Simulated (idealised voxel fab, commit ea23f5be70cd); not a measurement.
The name of this process module is voxel wiring stack.
Xsec cut, 280 nm wide, square cell size 5 nm.
Reading order for cross-sections: top band down to bottom band. Underlying form: a grid of square cells. Band size: one or more rows of cells. Top, bottom (nm), then materials left to right with widths (nm); lone material tagged "throughout" fills the whole band edge to edge; "blank" = empty space. Height is counted from the level 0, under which the received wafer is composed throughout of one material. The lowest of the bands is not closed at the bottom but continues downward, in the notation "from 0 down". Quick explanation for "30..40": the width changes in equal steps down the rows of cells, from the first number in the band's top row to the second number in its bottom row. "left unchanged", as given for a step, is the statement that not any cell of the cross-section underwent a change during that step. For the entry "Sealed voids", the listed items are empty spaces with no open way to the top whose size is 8 cells or more; each item follows the pattern width x height at distance, where distance is from the left edge and all three are in nm. Anything after a step's settings on that line? It's the simulator's own note about the step. overlay nm: how far to the right of its planned place the mask lay on this masked step (negative: to the left).

PLAN
1,RECEIVE | material Si
2,CONFORMAL_DEP | material SiO2 | thk nm 10
3,DIRECTIONAL_DEP | material TiN | thk nm 5
4,DIRECTIONAL_DEP | material W | thk nm 15
5,PATTERN | tone cover | mask id METAL_1 | material resist | width nm 30 | pitch nm 55 | thk nm 15 | overlay nm 0
6,DIRECTIONAL_ETCH | etch materials W | depth nm 15
7,DIRECTIONAL_ETCH | etch materials TiN | depth nm 5
8,STRIP | etch materials resist
9,FILL_DEP | material SiO2 | thk nm 10
10,CMP | height nm 30
11,CONFORMAL_DEP | material SiCN | thk nm 5
12,DIRECTIONAL_DEP | material lowk | thk nm 20
13,PATTERN | tone open | mask id PLUG_1 | material resist | width nm 15 | pitch nm 55 | thk nm 15 | overlay nm 0
14,DIRECTIONAL_ETCH | etch materials lowk | depth nm 20
15,DIRECTIONAL_ETCH | etch materials SiCN | depth nm 5
16,STRIP | etch materials resist
17,CONFORMAL_DEP | material TiN | thk nm 5
18,FILL_DEP | material Ru | thk nm 5
19,CMP | height nm 55
20,DIRECTIONAL_DEP | material TiN | thk nm 5
21,DIRECTIONAL_DEP | material Ru | thk nm 15
22,PATTERN | tone cover | mask id METAL_2 | material resist | width nm 30 | pitch nm 55 | thk nm 20 | overlay nm 0
23,DIRECTIONAL_ETCH | etch materials Ru | depth nm 15
24,DIRECTIONAL_ETCH | etch materials TiN | depth nm 5
25,STRIP | etch materials resist
26,CONFORMAL_DEP | material SiCN | thk nm 5
27,FILL_DEP | material SiO2 | thk nm 5
28,CMP | height nm 75
29,CONFORMAL_DEP | material SiN | thk nm 5

SHOWN IN CROSS-SECTION IS THE WAFER AS RECEIVED, THAT IS, AS IT STANDS AFTER STEP 1
    from 0 down  Si throughout
    Sealed voids: none

SAME STARTING WAFER, SAME PLAN AS ABOVE, ONE MISTAKE IN THE EXECUTION; THIS IS THE CROSS-SECTION AT THE END OF THE MODULE
    from 80 to 75  SiN throughout
    from 75 to 60  SiO2 90 nm, then SiCN 5 nm, then Ru 30 nm, then SiCN 5 nm, then SiO2 15 nm, then SiCN 5 nm, then Ru 30 nm, then SiCN 5 nm, then SiO2 95 nm
    from 60 to 55  SiCN 95 nm, then TiN 30 nm, then SiCN 25 nm, then TiN 30 nm, then SiCN 100 nm
    from 55 to 35  lowk 90 nm, then TiN 5 nm, then Ru 15 nm, then TiN 5 nm, then lowk 30 nm, then TiN 5 nm, then Ru 15 nm, then TiN 5 nm, then lowk 110 nm
    from 35 to 30  SiCN 90 nm, then TiN 25 nm, then SiCN 30 nm, then TiN 25 nm, then SiCN 110 nm
    from 30 to 15  SiO2 95 nm, then W 30 nm, then SiO2 25 nm, then W 30 nm, then SiO2 100 nm
    from 15 to 10  SiO2 95 nm, then TiN 30 nm, then SiO2 25 nm, then TiN 30 nm, then SiO2 100 nm
    from 10 to 0  SiO2 throughout
    from 0 down  Si throughout
    Sealed voids: none
Run error: not per plan at step 13, really ran PATTERN | tone open | mask id PLUG_1 | material resist | width nm 25 | pitch nm 55 | thk nm 15 | overlay nm 0
